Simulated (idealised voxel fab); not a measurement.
The following is a process module called voxel air gaps.
Cross-section cut spans 250 nm and uses square cells 5 nm in size.
For the purposes of this document, a cross-section shall be understood as a grid of square cells, specified as bands listed in top-to-bottom order, each band consisting of one or more rows of cells. The band entry comprises the height of the band's top followed by the height of its bottom, expressed in nm, and subsequently the band's materials from left to right, each stated together with its width in nm. Where a single material is marked with the word "edge to edge", that material fills the band from edge to edge. The word "blank" represents empty space. Height 0 is the level under which the wafer as received is all one material. The lowest band goes on downwards, as in "from 0 down". A width such as "30 to 40" changes by the same amount from each row of cells to the next, from the band's top row to its bottom row. Basically "no modifications" means that step didn't change any cell in the cross-section. Reported under the label "Unvented voids" are the empty spaces having no open way to the top and comprising 8 cells or more; the notation for each is width x height at distance, in which the distance is measured from the left edge and all three values are in nm. Post-settings text on a step line: simulator's own remark regarding the step. Regarding "overlay nm": on a step with a mask, it is the distance the mask lay to the right of its planned place; a negative value places it to the left.
THIS SECTION LISTS THE PROCESS STEPS THAT WERE PLANNED
1) RECEIVE,material Si
2) CONFORMAL_DEP,material SiO2,thk nm 10
3) CONFORMAL_DEP,material SiN,thk nm 5
4) DIRECTIONAL_DEP,material SiO2,thk nm 35
5) DIRECTIONAL_DEP,material aC,thk nm 10
6) PATTERN,tone open,mask id LINES,material resist,width nm 15,pitch nm 45,thk nm 25,overlay nm 0
7) DIRECTIONAL_ETCH,etch materials aC,depth nm 10
8) STRIP,etch materials resist
9) DIRECTIONAL_ETCH,etch materials SiO2,depth nm 35
10) STRIP,etch materials aC
11) CONFORMAL_DEP,material TiN,thk nm 5
12) FILL_DEP,material W,thk nm 5
13) CMP,height nm 50
14) EPI,material Ru,thk nm 10
15) SELECTIVE_ETCH,etch materials SiO2,depth nm 45
16) CONFORMAL_DEP,material SiN,thk nm 5
THIS IS THE CROSS-SECTION OF THE WAFER AS WE RECEIVED IT, I.E. AFTER STEP 1
	from 0 down  Si edge to edge
	Unvented voids: none
POST-MODULE CROSS-SECTION OF THE FIRST OF TWO WAFERS (RUN PER PLAN)
	from 65 to 60  blank: 55 / SiN: 135 / blank: 60
	from 60 to 50  blank: 55 / SiN: 5 / Ru: 35 / SiN: 10 / Ru: 35 / SiN: 10 / Ru: 35 / SiN: 5 / blank: 60
	from 50 to 45  blank: 55 / SiN: 15 / TiN: 5 / W: 5 / TiN: 5 / SiN: 30 / TiN: 5 / W: 5 / TiN: 5 / SiN: 30 / TiN: 5 / W: 5 / TiN: 5 / SiN: 15 / blank: 60
	from 45 to 20  blank: 65 / SiN: 5 / TiN: 5 / W: 5 / TiN: 5 / SiN: 5 / blank: 20 / SiN: 5 / TiN: 5 / W: 5 / TiN: 5 / SiN: 5 / blank: 20 / SiN: 5 / TiN: 5 / W: 5 / TiN: 5 / SiN: 5 / blank: 70
	from 20 to 15  SiN: 70 / TiN: 15 / SiN: 30 / TiN: 15 / SiN: 30 / TiN: 15 / SiN: 75
	from 15 to 10  SiN edge to edge
	from 10 to 0  SiO2 edge to edge
	from 0 down  Si edge to edge
	Unvented voids: 20 x 25 at 90; 20 x 25 at 135
WAFER TWO, END OF MODULE, CROSS-SECTION. SAME START, SAME PLAN AS WAFER ONE. ONE MISTAKE IN THE RUN
	from 65 to 60  blank: 50 / SiN: 145 / blank: 55
	from 60 to 50  blank: 50 / SiN: 5 / Ru: 135 / SiN: 5 / blank: 55
	from 50 to 45  blank: 50 / SiN: 15 / TiN: 5 / W: 15 / TiN: 5 / SiO2: 20 / TiN: 5 / W: 15 / TiN: 5 / SiO2: 20 / TiN: 5 / W: 15 / TiN: 5 / SiN: 15 / blank: 55
	from 45 to 20  blank: 60 / SiN: 5 / TiN: 5 / W: 15 / TiN: 5 / SiO2: 20 / TiN: 5 / W: 15 / TiN: 5 / SiO2: 20 / TiN: 5 / W: 15 / TiN: 5 / SiN: 5 / blank: 65
	from 20 to 15  SiN: 65 / TiN: 25 / SiO2: 20 / TiN: 25 / SiO2: 20 / TiN: 25 / SiN: 70
	from 15 to 10  SiN edge to edge
	from 10 to 0  SiO2 edge to edge
	from 0 down  Si edge to edge
	Unvented voids: none
The mistake made against the process plan was this: step 6 was processed under conditions differing from the plan, specifically as PATTERN,tone open,mask id LINES,material resist,width nm 25,pitch nm 45,thk nm 25,overlay nm 0
In the final state, the cell counts of the second wafer exceed or fall short of those of the first for the following materials: Ru: 12 more | SiN: 52 fewer | SiO2: 56 more | TiN: 6 more | W: 36 more
At the end, the first wafer has 2 closed voids and the second wafer has 0.
